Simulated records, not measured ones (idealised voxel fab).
process module | voxel double patterning
cross-section cut | 260 nm wide | cells 5 nm
A cross-section is a grid of square cells, given in bands from the top down. A band is one or more rows of cells.
Each band's line starts with the height of the band's top and of its bottom, in nm. Then come its materials from left to right, each with its width in nm. One material with "throughout" fills the band from edge to edge. "air" is empty space.
Height 0 is the level under which the wafer as received is all one material. The lowest band goes on downwards, as in "0 down".
A width such as "30 to 40" changes by the same amount from each row of cells to the next, from the band's top row to its bottom row.
"no change" after a step means that no cell of the cross-section changed.
closed voids: empty space of 8 cells or more with no open way to the top, each as width x height at its distance from the left edge, in nm
after a step's settings: what the simulator itself notes on the step
overlay nm, on a step with a mask: how far to the right of its planned place the mask lay; to the left if negative
plan
1 op RECEIVE | material Si
2 op CONFORMAL_DEP | material SiO2 | thk nm 5
3 op DIRECTIONAL_DEP | material TiN | thk nm 20
4 op DIRECTIONAL_DEP | material SiCN | thk nm 10
5 op DIRECTIONAL_DEP | material aC | thk nm 15
6 op PATTERN | tone open | mask id FIRST | material resist | width nm 15 | pitch nm 50 | thk nm 30 | overlay nm -15
7 op DIRECTIONAL_ETCH | etch materials aC | depth nm 15
8 op STRIP | etch materials resist
9 op DIRECTIONAL_ETCH | etch materials SiCN | depth nm 10
10 op STRIP | etch materials aC
11 op MASKED_ETCH | tone open | mask id SECOND | width nm 15 | etch materials SiCN | depth nm 10 | overlay nm 0
12 op DIRECTIONAL_ETCH | etch materials TiN | depth nm 20
13 op STRIP | etch materials SiCN
varied across the wafers: overlay nm of step 6. The plan shows the first wafer's value. All wafers start alike
first wafer as received, after step 1
  0 down: Si throughout
  closed voids: none
each wafer at the end: cells of each material gained (+) or lost (-) since it was received, then its closed voids
overlay nm -15 | +52 SiO2 | +176 TiN | closed voids: none
overlay nm -10 | +52 SiO2 | +172 TiN | closed voids: none
overlay nm -5 | +52 SiO2 | +172 TiN | closed voids: none
overlay nm 0 | +52 SiO2 | +172 TiN | closed voids: none
overlay nm 5 | +52 SiO2 | +172 TiN | closed voids: none
overlay nm 10 | +52 SiO2 | +172 TiN | closed voids: none
overlay nm 15 | +52 SiO2 | +176 TiN | closed voids: none
